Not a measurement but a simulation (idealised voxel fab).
Process module under the name voxel capacitor over wiring
Section cut is 220 nm wide and gridded with 5 nm square cells.
When this document writes out a cross-section, it uses a grid of square cells and lists it as bands, beginning at the top and moving down, with a band standing for one or more rows of cells.
Quick guide to a band line: top height, bottom height (nm) up front; then every material left to right with its width in nm. Only one material and it's marked "edge to edge"? Then it fills the band edge to edge. And "air" just means empty space.
Heights from 0 (as-received wafer is one material below). Bottom band endless downward, as "0..down".
Width "30 to 40": first value at the band's top row of cells, second value at its bottom row, equal change from row to row.
Key: "left unchanged" - step with no changed cell in the cross-section.
Any empty space of 8 cells or more lacking an open way to the top shows up in "Enclosed void list" as width x height at distance, distance from the left edge, in nm.
Formally, on a step line, whatever follows the settings is a remark that the simulator itself makes on the step.
If you see "overlay nm" on a step's line and that step has a mask, it's telling you how far right of where it was planned the mask ended up; a negative number means it went left instead.

# Process steps (planned)
1 op RECEIVE | material Si
2 op CONFORMAL_DEP | material SiO2 | thk nm 15
3 op DIRECTIONAL_DEP | material TiN | thk nm 5
4 op DIRECTIONAL_DEP | material Ru | thk nm 15
5 op DIRECTIONAL_DEP | material aC | thk nm 10
6 op PATTERN | tone cover | mask id METAL_1 | material resist | width nm 25 | pitch nm 85 | thk nm 30 | overlay nm 0
7 op DIRECTIONAL_ETCH | etch materials aC | depth nm 10
8 op STRIP | etch materials resist
9 op DIRECTIONAL_ETCH | etch materials Ru | depth nm 15
10 op DIRECTIONAL_ETCH | etch materials TiN | depth nm 5
11 op STRIP | etch materials aC
12 op CONFORMAL_DEP | material SiN | thk nm 5
13 op FILL_DEP | material SiO2 | thk nm 5
14 op CMP | height nm 35
15 op CONFORMAL_DEP | material SiCN | thk nm 5
16 op DIRECTIONAL_DEP | material lowk | thk nm 20
17 op PATTERN | tone open | mask id PLUG_1 | material resist | width nm 15 | thk nm 15 | overlay nm 0
18 op DIRECTIONAL_ETCH | etch materials lowk | depth nm 20
19 op DIRECTIONAL_ETCH | etch materials SiCN | depth nm 5
20 op STRIP | etch materials resist
21 op EPI | material Ru | thk nm 10
22 op EPI | material Ru | thk nm 10
23 op EPI | material Ru | thk nm 5
24 op DIRECTIONAL_DEP | material TiN | thk nm 10
25 op DIRECTIONAL_DEP | material Al2O3 | thk nm 5
26 op DIRECTIONAL_DEP | material TiN | thk nm 5
27 op MASKED_ETCH | tone cover | mask id UPPER_PLATE | width nm 65 | etch materials TiN | depth nm 5 | overlay nm 0
28 op MASKED_ETCH | tone cover | mask id UPPER_PLATE | width nm 65 | etch materials Al2O3 | depth nm 5 | overlay nm 0
29 op PATTERN | tone cover | mask id LOWER_PLATE | material resist | width nm 75 | thk nm 20 | overlay nm 0
30 op DIRECTIONAL_ETCH | etch materials TiN | depth nm 10
31 op STRIP | etch materials resist
32 op FILL_DEP | material SiO2 | thk nm 15
33 op CMP | height nm 90
34 op DIRECTIONAL_DEP | material aC | thk nm 10
35 op PATTERN | tone open | mask id PLUG_2 | material resist | width nm 15 | thk nm 30 | overlay nm 0
36 op DIRECTIONAL_ETCH | etch materials aC | depth nm 10
37 op STRIP | etch materials resist
38 op DIRECTIONAL_ETCH | etch materials SiO2 | depth nm 10
39 op STRIP | etch materials aC
40 op CONFORMAL_DEP | material TiN | thk nm 5
41 op FILL_DEP | material W | thk nm 5
42 op CMP | height nm 90
43 op CONFORMAL_DEP | material SiCN | thk nm 5

# Cross-section of the incoming wafer, state after step 1
0..down  Si edge to edge
Enclosed void list: none

# Wafer cross-section at end of module: start and plan as shown above, one execution error
95..90  SiCN edge to edge
90..85  SiO2 75 nm / TiN 5 nm / W 5 nm / TiN 5 nm / SiO2 130 nm
85..80  SiO2 75 nm / TiN 15 nm / SiO2 130 nm
80..75  SiO2 65 nm / Al2O3 65 nm / SiO2 90 nm
75..65  SiO2 60 nm / TiN 75 nm / SiO2 85 nm
65..60  TiN edge to edge
60..40  lowk 65 nm / Ru 15 nm / lowk 140 nm
40..35  SiCN 65 nm / Ru 15 nm / SiCN 140 nm
35..20  SiO2 50 nm / SiN 5 nm / Ru 25 nm / SiN 5 nm / SiO2 50 nm / SiN 5 nm / Ru 25 nm / SiN 5 nm / SiO2 50 nm
20..15  SiN 55 nm / TiN 25 nm / SiN 60 nm / TiN 25 nm / SiN 55 nm
15..0  SiO2 edge to edge
0..down  Si edge to edge
Enclosed void list: none
What went wrong in running the wafer? steps 25 and 26 got flipped, so each one ran where the other should have
